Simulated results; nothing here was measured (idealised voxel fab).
process module | voxel self aligned vias
cross-section cut | 255 nm wide | cells 5 nm
A cross-section is a grid of square cells, given in bands from the top down. A band is one or more rows of cells.
Each band's line starts with the height of the band's top and of its bottom, in nm. Then come its materials from left to right, each with its width in nm. One material with "throughout" fills the band from edge to edge. "air" is empty space.
Height 0 is the level under which the wafer as received is all one material. The lowest band goes on downwards, as in "0 down".
A width such as "30 to 40" changes by the same amount from each row of cells to the next, from the band's top row to its bottom row.
"no change" after a step means that no cell of the cross-section changed.
closed voids: empty space of 8 cells or more with no open way to the top, each as width x height at its distance from the left edge, in nm
after a step's settings: what the simulator itself notes on the step
overlay nm, on a step with a mask: how far to the right of its planned place the mask lay; to the left if negative
plan
1 op RECEIVE | material Si
2 op CONFORMAL_DEP | material SiO2 | thk nm 10
3 op CONFORMAL_DEP | material SiCN | thk nm 5
4 op DIRECTIONAL_DEP | material lowk | thk nm 20
5 op MASKED_ETCH | tone open | mask id LINES | width nm 20 | pitch nm 55 | etch materials lowk | depth nm 20 | overlay nm 0
6 op CONFORMAL_DEP | material TiN | thk nm 5
7 op FILL_DEP | material W | thk nm 5
8 op CMP | height nm 35
9 op SELECTIVE_ETCH | etch materials W Ru TiN | depth nm 5
10 op FILL_DEP | material SiN | thk nm 10
11 op CMP | height nm 35
12 op DIRECTIONAL_DEP | material lowk | thk nm 20
13 op PATTERN | tone open | mask id VIAS | material resist | width nm 40 | pitch nm 55 | thk nm 20 | overlay nm 0
14 op DIRECTIONAL_ETCH | etch materials lowk | depth nm 20
15 op DIRECTIONAL_ETCH | etch materials SiN | depth nm 5
16 op STRIP | etch materials resist
17 op CONFORMAL_DEP | material TiN | thk nm 5
18 op FILL_DEP | material Ru | thk nm 10
19 op CMP | height nm 55
20 op CONFORMAL_DEP | material SiCN | thk nm 5
as received, after step 1
  0 down: Si throughout
  closed voids: none
first wafer at the end, as planned
  60 to 55: SiCN throughout
  55 to 40: lowk 50 | TiN 5 | Ru 30 | TiN 5 | lowk 15 | TiN 5 | Ru 30 | TiN 5 | lowk 15 | TiN 5 | Ru 30 | TiN 5 | lowk 55
  40 to 35: lowk 50 | TiN 15 | Ru 10 | TiN 15 | lowk 15 | TiN 15 | Ru 10 | TiN 15 | lowk 15 | TiN 15 | Ru 10 | TiN 15 | lowk 55
  35 to 30: lowk 60 | TiN 20 | lowk 35 | TiN 20 | lowk 35 | TiN 20 | lowk 65
  30 to 20: lowk 60 | TiN 5 | W 10 | TiN 5 | lowk 35 | TiN 5 | W 10 | TiN 5 | lowk 35 | TiN 5 | W 10 | TiN 5 | lowk 65
  20 to 15: lowk 60 | TiN 20 | lowk 35 | TiN 20 | lowk 35 | TiN 20 | lowk 65
  15 to 10: SiCN throughout
  10 to 0: SiO2 throughout
  0 down: Si throughout
  closed voids: none
second wafer at the end: like start, like plan, one mistake
  60 to 55: SiCN throughout
  55 to 35: lowk 50 | TiN 5 | Ru 30 | TiN 5 | lowk 15 | TiN 5 | Ru 30 | TiN 5 | lowk 15 | TiN 5 | Ru 30 | TiN 5 | lowk 55
  35 to 30: lowk 50 | TiN 40 | lowk 15 | TiN 40 | lowk 15 | TiN 40 | lowk 55
  30 to 20: lowk 50 | TiN 15 | W 10 | TiN 15 | lowk 15 | TiN 15 | W 10 | TiN 15 | lowk 15 | TiN 15 | W 10 | TiN 15 | lowk 55
  20 to 15: lowk 50 | TiN 40 | lowk 15 | TiN 40 | lowk 15 | TiN 40 | lowk 55
  15 to 10: SiCN throughout
  10 to 0: SiO2 throughout
  0 down: Si throughout
  closed voids: none
what went wrong: step 14 was run twice
at the end the second wafer has, in cells: 12 more of Ru | 36 more of TiN | 48 fewer of lowk
